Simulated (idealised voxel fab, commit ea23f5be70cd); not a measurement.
process module | voxel double patterning
Pictured: cross-section cut, 220 nm wide, on a grid of 5 nm square cells.
Think of the cross-section as a grid of square cells. We describe it in bands, top to bottom, and each band covers one or more rows of those cells.
Heads up on the band format: heights come first, top then bottom, in nm. After that it's the materials left to right, each with its width in nm. A single material flagged "all across" fills the whole band edge to edge, and "air" means there's empty space there.
We count height from 0. Below that, the starting wafer is all one material. The lowest band never ends at the bottom but goes on down; see "0 down" for how that is written.
Width "30 to 40": first value at the band's top row of cells, second value at its bottom row, equal change from row to row.
The cross-section has no changed cell in any step marked "changes: none".
In "Enclosed void listing" the enclosed voids are listed, meaning empty spaces of 8 cells or larger without any opening to the top. The form is width x height at distance, distance from the left edge, units nm.
Where a step's line continues beyond its settings, the continuation is a remark by the simulator itself on that step.
For masked steps, "overlay nm" on the step line gives how far right of plan the mask actually lay; a minus sign means it lay to the left.
Planned process steps:
- 1: RECEIVE with material Si
- 2: CONFORMAL_DEP with material SiO2, thk nm 5
- 3: DIRECTIONAL_DEP with material TiN, thk nm 10
- 4: DIRECTIONAL_DEP with material SiCN, thk nm 5
- 5: DIRECTIONAL_DEP with material aC, thk nm 10
- 6: PATTERN with tone open, mask id FIRST, material resist, width nm 15, pitch nm 50, thk nm 25, overlay nm 0
- 7: DIRECTIONAL_ETCH with etch materials aC, depth nm 10
- 8: STRIP with etch materials resist
- 9: DIRECTIONAL_ETCH with etch materials SiCN, depth nm 5
- 10: STRIP with etch materials aC
- 11: MASKED_ETCH with tone open, mask id SECOND, width nm 15, pitch nm 50, etch materials SiCN, depth nm 5, overlay nm 0
- 12: DIRECTIONAL_ETCH with etch materials TiN, depth nm 10
- 13: STRIP with etch materials SiCN
Cross-section of the incoming wafer, state after step 1:
> 0 down = Si all across
> Enclosed void listing: none
Wafer cross-section at module end: first of two, run to plan:
> 15 to 5 = TiN 50 / air 15 / TiN 10 / air 15 / TiN 10 / air 15 / TiN 10 / air 15 / TiN 10 / air 15 / TiN 55
> 5 to 0 = SiO2 all across
> 0 down = Si all across
> Enclosed void listing: none
This cross-section belongs to the second wafer of two at the end of the module; the start and the plan were shared with the first, and the run included one mistake:
> 10 to 0 = TiN 50 / air 15 / TiN 10 / air 15 / TiN 10 / air 15 / TiN 10 / air 15 / TiN 10 / air 15 / TiN 55
> 0 down = Si all across
> Enclosed void listing: none
Which mistake was made when the wafer was run? step 2 of the plan was jumped over and never run
At the finish, the second wafer shows more or fewer cells for some materials than the first does: SiO2 -44
